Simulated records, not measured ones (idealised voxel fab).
process module | voxel tone inversion
cross-section cut | 295 nm wide | cells 5 nm
A cross-section is a grid of square cells, given in bands from the top down. A band is one or more rows of cells.
Each band's line starts with the height of the band's top and of its bottom, in nm. Then come its materials from left to right, each with its width in nm. One material with "throughout" fills the band from edge to edge. "air" is empty space.
Height 0 is the level under which the wafer as received is all one material. The lowest band goes on downwards, as in "0 down".
A width such as "30 to 40" changes by the same amount from each row of cells to the next, from the band's top row to its bottom row.
"no change" after a step means that no cell of the cross-section changed.
closed voids: empty space of 8 cells or more with no open way to the top, each as width x height at its distance from the left edge, in nm
after a step's settings: what the simulator itself notes on the step
overlay nm, on a step with a mask: how far to the right of its planned place the mask lay; to the left if negative
plan
1 op RECEIVE | material Si
2 op CONFORMAL_DEP | material SiN | thk nm 10
3 op DIRECTIONAL_DEP | material polySi | thk nm 20
4 op PATTERN | tone cover | mask id POSTS | material resist | width nm 20 | pitch nm 50 | thk nm 30 | overlay nm 0
5 op DIRECTIONAL_ETCH | etch materials polySi | depth nm 20
6 op STRIP | etch materials resist
7 op FILL_DEP | material lowk | thk nm 10
8 op CMP | height nm 30
9 op STRIP | etch materials polySi
10 op CONFORMAL_DEP | material TiN | thk nm 5
11 op FILL_DEP | material Ru | thk nm 5
12 op CMP | height nm 30
13 op CONFORMAL_DEP | material SiCN | thk nm 5
as received, after step 1
  0 down: Si throughout
  closed voids: none
a wafer at the end: this start, this plan, one mistake
  35 to 30: SiCN throughout
  30 to 20: lowk throughout
  20 to 0: lowk 110 | polySi 20 | lowk 30 | polySi 20 | lowk 115
  0 down: Si throughout
  closed voids: none
what went wrong: step 2 was left out
